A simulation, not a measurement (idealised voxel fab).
process module | voxel spacer lines
cross-section cut | 200 nm wide | cells 5 nm
A cross-section is a grid of square cells, given in bands from the top down. A band is one or more rows of cells.
Each band's line starts with the height of the band's top and of its bottom, in nm. Then come its materials from left to right, each with its width in nm. One material with "throughout" fills the band from edge to edge. "air" is empty space.
Height 0 is the level under which the wafer as received is all one material. The lowest band goes on downwards, as in "0 down".
A width such as "30 to 40" changes by the same amount from each row of cells to the next, from the band's top row to its bottom row.
"no change" after a step means that no cell of the cross-section changed.
closed voids: empty space of 8 cells or more with no open way to the top, each as width x height at its distance from the left edge, in nm
after a step's settings: what the simulator itself notes on the step
overlay nm, on a step with a mask: how far to the right of its planned place the mask lay; to the left if negative
plan
1 op RECEIVE | material Si
2 op CONFORMAL_DEP | material Al2O3 | thk nm 5
3 op DIRECTIONAL_DEP | material TiN | thk nm 15
4 op DIRECTIONAL_DEP | material aC | thk nm 25
5 op PATTERN | tone cover | mask id MANDREL | material resist | width nm 20 | pitch nm 60 | thk nm 35 | overlay nm -15
6 op DIRECTIONAL_ETCH | etch materials aC | depth nm 25
7 op STRIP | etch materials resist
8 op CONFORMAL_DEP | material SiO2 | thk nm 10
9 op DIRECTIONAL_ETCH | etch materials SiO2 | depth nm 10
10 op STRIP | etch materials aC
11 op DIRECTIONAL_ETCH | etch materials TiN | depth nm 15
12 op STRIP | etch materials SiO2
13 op FILL_DEP | material lowk | thk nm 5
14 op CMP | height nm 20
varied across the wafers: overlay nm of step 5. The plan shows the first wafer's value. All wafers start alike
first wafer as received, after step 1
  0 down: Si throughout
  closed voids: none
each wafer at the end: cells of each material gained (+) or lost (-) since it was received, then its closed voids
overlay nm -15 | +40 Al2O3 | +24 TiN | +96 lowk | closed voids: none
overlay nm -10 | +40 Al2O3 | +24 TiN | +96 lowk | closed voids: none
overlay nm -5 | +40 Al2O3 | +24 TiN | +96 lowk | closed voids: none
overlay nm 0 | +40 Al2O3 | +24 TiN | +96 lowk | closed voids: none
overlay nm 5 | +40 Al2O3 | +24 TiN | +96 lowk | closed voids: none
overlay nm 10 | +40 Al2O3 | +24 TiN | +96 lowk | closed voids: none
overlay nm 15 | +40 Al2O3 | +24 TiN | +96 lowk | closed voids: none
